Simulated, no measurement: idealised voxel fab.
Documented hereafter: the process module known as voxel self aligned vias.
The figure presents cross-section cut, which has a width of 275 nm and is divided into square cells with an edge length of 5 nm.
In this document a cross-section is written as a grid of square cells. It is given as a series of bands, listed from the top down, and a band is one or more rows of cells. Top, bottom (nm), then materials left to right with widths (nm); lone material tagged "edge to edge" fills the whole band edge to edge; "blank" = empty space. For the purposes of this specification, 0 denotes the height below which the wafer in its as-received condition is composed wholly of one material, and the lowermost band, lacking a lower limit, extends downward without end, as expressed in "0 nm and below". It should be noted that a width expressed as "30 to 40" varies in equal increments from row to row of cells within the band, taking the value of the first number at the top row and that of the second number at the bottom row. Reading "remained unchanged" for a step: not a cell of the cross-section changed in it. The list in "Closed void listing" covers empty spaces of 8 cells or more that cannot reach the top through any open way, and it gives each as width x height at distance; the distance is from the left edge, and width, height and distance are in nm. after a step's settings: what the simulator itself notes on the step. The line of a step may include "overlay nm". On a step with a mask, this value is how far to the right of its planned place the mask lay. A negative value means the mask lay to the left.
# Listed below are the process steps as planned
- 1: RECEIVE,material Si
- 2: CONFORMAL_DEP,material SiO2,thk nm 15
- 3: CONFORMAL_DEP,material SiCN,thk nm 5
- 4: DIRECTIONAL_DEP,material lowk,thk nm 30
- 5: DIRECTIONAL_DEP,material aC,thk nm 15
- 6: PATTERN,tone open,mask id LINES,material resist,width nm 20,pitch nm 60,thk nm 35,overlay nm 0
- 7: DIRECTIONAL_ETCH,etch materials aC,depth nm 15
- 8: STRIP,etch materials resist
- 9: DIRECTIONAL_ETCH,etch materials lowk,depth nm 30
- 10: STRIP,etch materials aC
- 11: CONFORMAL_DEP,material TiN,thk nm 5
- 12: FILL_DEP,material W,thk nm 10
- 13: CMP,height nm 50
- 14: SELECTIVE_ETCH,etch materials W Ru TiN,depth nm 5
- 15: FILL_DEP,material SiN,thk nm 5
- 16: CMP,height nm 50
- 17: DIRECTIONAL_DEP,material lowk,thk nm 20
- 18: MASKED_ETCH,tone open,mask id VIAS,width nm 30,pitch nm 60,etch materials lowk,depth nm 20,overlay nm 0
- 19: MASKED_ETCH,tone open,mask id VIAS,width nm 30,pitch nm 60,etch materials SiN,depth nm 5,overlay nm 0
- 20: CONFORMAL_DEP,material TiN,thk nm 5
- 21: FILL_DEP,material Cu,thk nm 10
- 22: CMP,height nm 70
- 23: CONFORMAL_DEP,material SiN,thk nm 5
# Shown in cross-section is the wafer as received, that is, as it stands after step 1
    0 nm and below  Si edge to edge
    Closed void listing: none
# Looking at the first of two wafers in cross-section at end of module - ran to plan
    75 nm to 70 nm  SiN edge to edge
    70 nm to 55 nm  lowk 60, TiN 5, Cu 20, TiN 5, lowk 30, TiN 5, Cu 20, TiN 5, lowk 30, TiN 5, Cu 20, TiN 5, lowk 65
    55 nm to 50 nm  lowk 60, TiN 10, Cu 10, TiN 10, lowk 30, TiN 10, Cu 10, TiN 10, lowk 30, TiN 10, Cu 10, TiN 10, lowk 65
    50 nm to 45 nm  lowk 65, TiN 20, lowk 40, TiN 20, lowk 40, TiN 20, lowk 70
    45 nm to 25 nm  lowk 65, TiN 5, W 10, TiN 5, lowk 40, TiN 5, W 10, TiN 5, lowk 40, TiN 5, W 10, TiN 5, lowk 70
    25 nm to 20 nm  lowk 65, TiN 20, lowk 40, TiN 20, lowk 40, TiN 20, lowk 70
    20 nm to 15 nm  SiCN edge to edge
    15 nm to 0 nm  SiO2 edge to edge
    0 nm and below  Si edge to edge
    Closed void listing: none
# Here is the second of the two wafers cut open at the end of the module - same start, same plan as the first one, but we made one mistake running it
    75 nm to 70 nm  SiN edge to edge
    70 nm to 55 nm  lowk 55, TiN 5, Cu 30, TiN 5, lowk 20, TiN 5, Cu 30, TiN 5, lowk 20, TiN 5, Cu 30, TiN 5, lowk 60
    55 nm to 50 nm  lowk 55, TiN 15, Cu 10, TiN 15, lowk 20, TiN 15, Cu 10, TiN 15, lowk 20, TiN 15, Cu 10, TiN 15, lowk 60
    50 nm to 45 nm  lowk 65, TiN 20, lowk 40, TiN 20, lowk 40, TiN 20, lowk 70
    45 nm to 25 nm  lowk 65, TiN 5, W 10, TiN 5, lowk 40, TiN 5, W 10, TiN 5, lowk 40, TiN 5, W 10, TiN 5, lowk 70
    25 nm to 20 nm  lowk 65, TiN 20, lowk 40, TiN 20, lowk 40, TiN 20, lowk 70
    20 nm to 15 nm  SiCN edge to edge
    15 nm to 0 nm  SiO2 edge to edge
    0 nm and below  Si edge to edge
    Closed void listing: none
Finding, execution versus plan: rather than as planned, step 18 actually ran as MASKED_ETCH,tone open,mask id VIAS,width nm 40,pitch nm 60,etch materials lowk,depth nm 20,overlay nm 0
Count the cells at the end and the second wafer has more or fewer of some materials than the first: 18 more of Cu | 6 more of TiN | 24 fewer of lowk
